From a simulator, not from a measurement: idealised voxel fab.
This section sets out a process module, namely voxel self aligned contacts.
Xsec cut, 210 nm wide, square cell size 5 nm.
When this document writes out a cross-section, it uses a grid of square cells and lists it as bands, beginning at the top and moving down, with a band standing for one or more rows of cells.
Band: top and bottom heights (nm) first, top before bottom; then materials from left to right, widths in nm. "edge to edge" marks a sole material filling the band edge to edge. "air" denotes empty space.
We count height from 0. Below that, the starting wafer is all one material. The lowest band never ends at the bottom but goes on down; see "0 nm and below" for how that is written.
The width entry "30->40" should be interpreted row by row: the top row of cells in the band takes the first number, the bottom row takes the second number, and the change between adjacent rows is uniform throughout.
Where the words "remained the same" appear for a step, the cross-section shows no cell changed by that step; every cell remained as before.
The entry "Closed empty spaces" lists the empty spaces that cover at least 8 cells and have no open path to the top. Each is written as width x height at distance, where the distance is measured from the left edge and all three values are in nm.
Note: text after step settings on the step line = simulator remark on that step.
"overlay nm" answers the question of how far to the right of plan the mask lay on a step that has a mask, and when it is negative the answer is to the left.

The steps planned for the process are as follows:
- 1: op RECEIVE | material Si
- 2: op OXIDIZE | depth nm 5
- 3: op DIRECTIONAL_DEP | material polySi | thk nm 30
- 4: op DIRECTIONAL_DEP | material SiN | thk nm 15
- 5: op DIRECTIONAL_DEP | material aC | thk nm 10
- 6: op PATTERN | tone cover | mask id GATE | material resist | width nm 25 | pitch nm 55 | thk nm 25 | overlay nm 0
- 7: op DIRECTIONAL_ETCH | etch materials aC | depth nm 10
- 8: op STRIP | etch materials resist
- 9: op DIRECTIONAL_ETCH | etch materials SiN | depth nm 15
- 10: op DIRECTIONAL_ETCH | etch materials polySi | depth nm 30
- 11: op STRIP | etch materials aC
- 12: op CONFORMAL_DEP | material SiN | thk nm 5
- 13: op DIRECTIONAL_ETCH | etch materials SiN | depth nm 5
- 14: op FILL_DEP | material SiO2 | thk nm 15
- 15: op CMP | height nm 55
- 16: op PATTERN | tone open | mask id CONTACT | material resist | width nm 40 | pitch nm 55 | thk nm 20 | overlay nm 0
- 17: op DIRECTIONAL_ETCH | etch materials SiO2 | depth nm 60
- 18: op STRIP | etch materials resist
- 19: op CONFORMAL_DEP | material TiN | thk nm 5
- 20: op FILL_DEP | material Ru | thk nm 10
- 21: op CMP | height nm 55
- 22: op CONFORMAL_DEP | material SiN | thk nm 5

Step 1 complete: cross-section of the wafer as received:
  0 nm and below = Si edge to edge
  Closed empty spaces: none

first wafer at the end, as planned:
  60 nm to 55 nm = SiN edge to edge
  55 nm to 45 nm = SiO2: 55, TiN: 5->15, Ru: 30->10, TiN: 5->15, SiO2: 15, TiN: 5->15, Ru: 30->10, TiN: 5->15, SiO2: 60
  45 nm to 30 nm = SiO2: 30, SiN: 35, TiN: 5, Ru: 10, TiN: 5, SiN: 35, TiN: 5, Ru: 10, TiN: 5, SiN: 35, SiO2: 35
  30 nm to 0 nm = SiO2: 30, SiN: 5, polySi: 25, SiN: 5, TiN: 5, Ru: 10, TiN: 5, SiN: 5, polySi: 25, SiN: 5, TiN: 5, Ru: 10, TiN: 5, SiN: 5, polySi: 25, SiN: 5, SiO2: 35
  0 nm to -5 nm = SiO2: 65, TiN: 20, SiO2: 35, TiN: 20, SiO2: 70
  -5 nm and below = Si edge to edge
  Closed empty spaces: none

Same start, same plan as the first wafer - but one mistake in the run. Cross-section of the second of the two at the end of the module:
  60 nm to 55 nm = SiN edge to edge
  55 nm to 35 nm = SiO2: 30, SiN: 5, polySi: 25, SiN: 5, TiN: 5, Ru: 10, TiN: 5, SiN: 5, polySi: 25, SiN: 5, TiN: 5, Ru: 10, TiN: 5, SiN: 5, polySi: 25, SiN: 5, SiO2: 35
  35 nm to 30 nm = SiO2: 30, SiN: 5, polySi: 25, SiN: 5, TiN: 20, SiN: 5, polySi: 25, SiN: 5, TiN: 20, SiN: 5, polySi: 25, SiN: 5, SiO2: 35
  30 nm to 0 nm = polySi edge to edge
  0 nm to -5 nm = SiO2 edge to edge
  -5 nm and below = Si edge to edge
  Closed empty spaces: none
Where did the run depart from the plan? step 3 in the plan was executed twice
The final cell counts differ between the wafers, with the second having more or fewer of some materials than the first: -36 Ru, -69 SiN, -96 SiO2, -36 TiN, +237 polySi
